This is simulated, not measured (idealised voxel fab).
This section sets out a process module, namely voxel self aligned vias.
Cross-section cut: width 250 nm, square cells of 5 nm.
Think of the cross-section as a grid of square cells. We describe it in bands, top to bottom, and each band covers one or more rows of those cells. Quick guide to a band line: top height, bottom height (nm) up front; then every material left to right with its width in nm. Only one material and it's marked "all across"? Then it fills the band edge to edge. And "empty" just means empty space. Heights are expressed relative to 0, this being the level below which the as-received wafer comprises one material exclusively. The lowest band is unbounded in the downward direction and is denoted as in "0 -> down". Width "30..40": first value at the band's top row of cells, second value at its bottom row, equal change from row to row. Where the words "same as before" appear for a step, the cross-section shows no cell changed by that step; every cell remained as before. "Entrapped voids" specifies each empty space that is not open to the top and that occupies no fewer than 8 cells, using the form width x height at distance, the distance measured from the left edge and all three quantities in nm. after a step's settings: what the simulator itself notes on the step. overlay nm: for a step with a mask, the amount by which the mask lay right of where it was planned; a negative amount means left of it.

THE FOLLOWING LIST GIVES THE PLANNED PROCESS STEPS
| 1 | RECEIVE,material Si |
| 2 | CONFORMAL_DEP,material SiO2,thk nm 15 |
| 3 | CONFORMAL_DEP,material SiCN,thk nm 5 |
| 4 | DIRECTIONAL_DEP,material SiO2,thk nm 30 |
| 5 | DIRECTIONAL_DEP,material aC,thk nm 15 |
| 6 | PATTERN,tone open,mask id LINES,material resist,width nm 30,pitch nm 75,thk nm 35,overlay nm -15 |
| 7 | DIRECTIONAL_ETCH,etch materials aC,depth nm 15 |
| 8 | STRIP,etch materials resist |
| 9 | DIRECTIONAL_ETCH,etch materials SiO2,depth nm 30 |
| 10 | STRIP,etch materials aC |
| 11 | CONFORMAL_DEP,material TiN,thk nm 5 |
| 12 | FILL_DEP,material W,thk nm 10 |
| 13 | CMP,height nm 50 |
| 14 | SELECTIVE_ETCH,etch materials W Ru TiN,depth nm 5 |
| 15 | FILL_DEP,material SiN,thk nm 5 |
| 16 | CMP,height nm 50 |
| 17 | DIRECTIONAL_DEP,material SiO2,thk nm 20 |
| 18 | PATTERN,tone open,mask id VIAS,material resist,width nm 50,pitch nm 150,thk nm 15,overlay nm 0 |
| 19 | DIRECTIONAL_ETCH,etch materials SiO2,depth nm 20 |
| 20 | DIRECTIONAL_ETCH,etch materials SiN,depth nm 5 |
| 21 | STRIP,etch materials resist |
| 22 | CONFORMAL_DEP,material TiN,thk nm 5 |
| 23 | FILL_DEP,material Cu,thk nm 10 |
| 24 | CMP,height nm 70 |
| 25 | CONFORMAL_DEP,material SiN,thk nm 5 |
For this document, wafers share an identical start and vary in the step 6 overlay nm; the plan quotes the first wafer's value.

SECTIONAL VIEW: FIRST OF SEVERAL WAFERS, AS RECEIVED, AFTER STEP 1
0 -> down: Si all across
Entrapped voids: none

DEPICTED HERE IS THE FIRST OF SEVERAL WAFERS IN CROSS-SECTION, AT MODULE COMPLETION FOLLOWING THE LAST STEP, STEP 25
75 -> 70: SiN all across
70 -> 55: SiO2 25 / TiN 5 / Cu 40 / TiN 5 / SiO2 100 / TiN 5 / Cu 40 / TiN 5 / SiO2 25
55 -> 50: SiO2 25 / TiN 5 / Cu 15 / TiN 30 / SiO2 100 / TiN 5 / Cu 15 / TiN 30 / SiO2 25
50 -> 45: SiO2 20 / SiN 5 / TiN 25 / SiO2 45 / SiN 30 / SiO2 45 / SiN 5 / TiN 25 / SiO2 50
45 -> 25: SiO2 20 / TiN 5 / W 20 / TiN 5 / SiO2 45 / TiN 5 / W 20 / TiN 5 / SiO2 45 / TiN 5 / W 20 / TiN 5 / SiO2 50
25 -> 20: SiO2 20 / TiN 30 / SiO2 45 / TiN 30 / SiO2 45 / TiN 30 / SiO2 50
20 -> 15: SiCN all across
15 -> 0: SiO2 all across
0 -> down: Si all across
Entrapped voids: none

SECTIONAL VIEW OF THE LAST WAFER UPON COMPLETION OF THE MODULE
75 -> 70: SiN all across
70 -> 55: SiO2 25 / TiN 5 / Cu 40 / TiN 5 / SiO2 100 / TiN 5 / Cu 40 / TiN 5 / SiO2 25
55 -> 50: SiO2 25 / TiN 30 / Cu 15 / TiN 5 / SiO2 100 / TiN 30 / Cu 15 / TiN 5 / SiO2 25
50 -> 45: SiO2 50 / TiN 25 / SiN 5 / SiO2 45 / SiN 30 / SiO2 45 / TiN 25 / SiN 5 / SiO2 20
45 -> 25: SiO2 50 / TiN 5 / W 20 / TiN 5 / SiO2 45 / TiN 5 / W 20 / TiN 5 / SiO2 45 / TiN 5 / W 20 / TiN 5 / SiO2 20
25 -> 20: SiO2 50 / TiN 30 / SiO2 45 / TiN 30 / SiO2 45 / TiN 30 / SiO2 20
20 -> 15: SiCN all across
15 -> 0: SiO2 all across
0 -> down: Si all across
Entrapped voids: none

ROWS = WAFERS. AT MODULE END, EACH ROW LISTS PER MATERIAL THE CELLS GAINED (+) OR LOST (-) SINCE THE WAFER WAS RECEIVED, THEN THE CLOSED VOIDS
overlay nm -15; +54 Cu; +50 SiCN; +58 SiN; +462 SiO2; +78 TiN; +48 W; Entrapped voids: none
overlay nm -10; +56 Cu; +50 SiCN; +56 SiN; +462 SiO2; +78 TiN; +48 W; Entrapped voids: none
overlay nm -5; +56 Cu; +50 SiCN; +56 SiN; +462 SiO2; +78 TiN; +48 W; Entrapped voids: none
overlay nm 0; +56 Cu; +50 SiCN; +56 SiN; +462 SiO2; +78 TiN; +48 W; Entrapped voids: none
overlay nm 5; +56 Cu; +50 SiCN; +56 SiN; +462 SiO2; +78 TiN; +48 W; Entrapped voids: none
overlay nm 10; +56 Cu; +50 SiCN; +56 SiN; +462 SiO2; +78 TiN; +48 W; Entrapped voids: none
overlay nm 15; +54 Cu; +50 SiCN; +58 SiN; +462 SiO2; +78 TiN; +48 W; Entrapped voids: none
